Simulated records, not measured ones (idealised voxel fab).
Process module name: voxel local oxidation
Shown is cross-section cut, with a width of 250 nm and square cells of size 5 nm.
Cross-sections here: square-cell grids, written as top-down lists of bands, a band being one or more rows of cells.
The entry gives the band's vertical extent as a top height and a bottom height in nm, then its horizontal make-up as materials from left to right, each with a width in nm. "air" stands for empty space; a single material marked "full width" fills the band edge to edge.
Convention: height 0 is the level below which the wafer, as received, is all one material. The lowest band does not terminate at the bottom but continues downward, represented as "z 0 and below".
Width "30 to 40": first value at the band's top row of cells, second value at its bottom row, equal change from row to row.
"left unchanged" for a step: no cell of the cross-section changed in that step.
Empty spaces counting at least 8 cells and having no open way to the top are listed in "Entrapped voids". The notation width x height at distance is used for each, the distance being from the left edge and all three values in nm.
Heads up: the bit after the settings on a step's line is the simulator's remark on that step.
"overlay nm" denotes, for a step that has a mask, the displacement of the mask to the right of its planned place, with negative values corresponding to the left.

# Planned process steps
1) RECEIVE with material Si
2) CONFORMAL_DEP with material SiO2, thk nm 5
3) CONFORMAL_DEP with material SiN, thk nm 15
4) PATTERN with tone cover, mask id ACTIVE, material resist, width nm 130, thk nm 15, overlay nm 0
5) DIRECTIONAL_ETCH with etch materials SiN, depth nm 15
6) STRIP with etch materials resist
7) SELECTIVE_ETCH with etch materials SiO2, depth nm 5
8) OXIDIZE with depth nm 15
9) STRIP with etch materials SiN

# Here's what the wafer looked like in cross-section when it arrived - that's after step 1
    z 0 and below: Si full width
    Entrapped voids: none

# Post-module cross-section: identical start and plan to those above, one misstep in execution
    z 5 to 0: air=65, SiO2=120, air=65
    z 0 to -10: SiO2=75, Si=100, SiO2=75
    z -10 and below: Si full width
    Entrapped voids: none
What was the processing mistake? step 8 was run on a setting that differed from the plan, and what really ran there is OXIDIZE with depth nm 10
